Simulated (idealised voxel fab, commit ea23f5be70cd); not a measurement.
Proc. module: voxel wiring stack
Section cut is 240 nm wide and gridded with 5 nm square cells.
How to read a cross-section here: the picture is a grid of square cells, written as bands going from the top down, and any band can span one or more rows of cells.
It is stipulated that each band's entry specify, in nanometres, the height of the top of the band and then that of its bottom, followed by the materials of the band in left-to-right sequence, each together with its width in nanometres. A single material marked by the word "everywhere" is understood to fill the band from edge to edge; the word "air" is understood to denote empty space.
Ref level 0: as-received wafer is one material below here. Bottom band extends down with no lower bound ("0..down").
Width spec "30->40" -> top row of cells at first value, bottom row at second value, equal per-row change in between.
"same as before" (step): cross-section cells unchanged, all of them.
Entry "Unvented voids" = empty spaces >= 8 cells with no open way to the top; each as width x height at distance, distance from left edge, all nm.
Post-settings text on a step line: simulator's own remark regarding the step.
The "overlay nm" setting may appear on a step's line; for a step that uses a mask, it gives how far to the right of its planned position the mask lay, and a negative value indicates the left.

**These are the steps we planned for the process**
1 RECEIVE, material Si
2 CONFORMAL_DEP, material SiO2, thk nm 15
3 CONFORMAL_DEP, material SiN, thk nm 5
4 DIRECTIONAL_DEP, material lowk, thk nm 20
5 MASKED_ETCH, tone open, mask id METAL_1, width nm 30, pitch nm 50, etch materials lowk, depth nm 20, overlay nm 0
6 MASKED_ETCH, tone open, mask id METAL_1, width nm 30, pitch nm 50, etch materials SiN, depth nm 5, overlay nm 0
7 CONFORMAL_DEP, material TiN, thk nm 5
8 FILL_DEP, material Cu, thk nm 5
9 CMP, height nm 40
10 CONFORMAL_DEP, material SiCN, thk nm 5
11 DIRECTIONAL_DEP, material SiO2, thk nm 35
12 DIRECTIONAL_DEP, material aC, thk nm 15
13 PATTERN, tone open, mask id METAL_2, material resist, width nm 30, pitch nm 50, thk nm 35, overlay nm 0
14 DIRECTIONAL_ETCH, etch materials aC, depth nm 15
15 STRIP, etch materials resist
16 DIRECTIONAL_ETCH, etch materials SiO2, depth nm 20
17 STRIP, etch materials aC
18 MASKED_ETCH, tone open, mask id METAL_2_HOLES, width nm 15, pitch nm 50, etch materials SiO2, depth nm 15, overlay nm 0
19 MASKED_ETCH, tone open, mask id METAL_2_HOLES, width nm 15, pitch nm 50, etch materials SiCN, depth nm 5, overlay nm 0
20 CONFORMAL_DEP, material TiN, thk nm 5
21 FILL_DEP, material Cu, thk nm 10
22 CMP, height nm 80
23 CONFORMAL_DEP, material SiCN, thk nm 5
24 DIRECTIONAL_DEP, material SiO2, thk nm 30
25 DIRECTIONAL_DEP, material aC, thk nm 15
26 PATTERN, tone open, mask id METAL_3_HOLES, material resist, width nm 15, thk nm 30, overlay nm 0
27 DIRECTIONAL_ETCH, etch materials aC, depth nm 15
28 STRIP, etch materials resist
29 DIRECTIONAL_ETCH, etch materials SiO2, depth nm 30
30 STRIP, etch materials aC
31 DIRECTIONAL_DEP, material aC, thk nm 10
32 PATTERN, tone open, mask id METAL_3, material resist, width nm 30, pitch nm 50, thk nm 25, overlay nm 0
33 DIRECTIONAL_ETCH, etch materials aC, depth nm 10
34 STRIP, etch materials resist
35 DIRECTIONAL_ETCH, etch materials SiO2, depth nm 15
36 DIRECTIONAL_ETCH, etch materials SiCN, depth nm 5
37 STRIP, etch materials aC
38 CONFORMAL_DEP, material TiN, thk nm 5
39 FILL_DEP, material Cu, thk nm 10
40 CMP, height nm 115
41 CONFORMAL_DEP, material SiCN, thk nm 5

**Cross-section of the wafer at receipt, which is the condition after step 1**
- 0..down: Si everywhere
- Unvented voids: none

**Final cross-section, module run with one mistake (start and plan as above)**
- 120..115: SiCN everywhere
- 115..85: 80 SiO2 | 5 TiN | 20 Cu | 5 TiN | 20 SiO2 | 5 TiN | 20 Cu | 5 TiN | 80 SiO2
- 85..80: 80 SiCN | 30 TiN | 20 SiCN | 30 TiN | 80 SiCN
- 80..65: 80 SiO2 | 5 TiN | 20 Cu | 5 TiN | 20 SiO2 | 5 TiN | 20 Cu | 5 TiN | 80 SiO2
- 65..60: 80 SiO2 | 5 TiN | 5 Cu | 20 TiN | 20 SiO2 | 5 TiN | 5 Cu | 20 TiN | 80 SiO2
- 60..45: 80 SiO2 | 5 TiN | 5 Cu | 5 TiN | 35 SiO2 | 5 TiN | 5 Cu | 5 TiN | 95 SiO2
- 45..40: 80 SiCN | 15 TiN | 35 SiCN | 15 TiN | 95 SiCN
- 40..20: 80 lowk | 5 TiN | 20 Cu | 5 TiN | 20 lowk | 5 TiN | 20 Cu | 5 TiN | 80 lowk
- 20..15: 80 SiN | 30 TiN | 20 SiN | 30 TiN | 80 SiN
- 15..0: SiO2 everywhere
- 0..down: Si everywhere
- Unvented voids: none
Short version of what went wrong: plan step 35 was twice executed
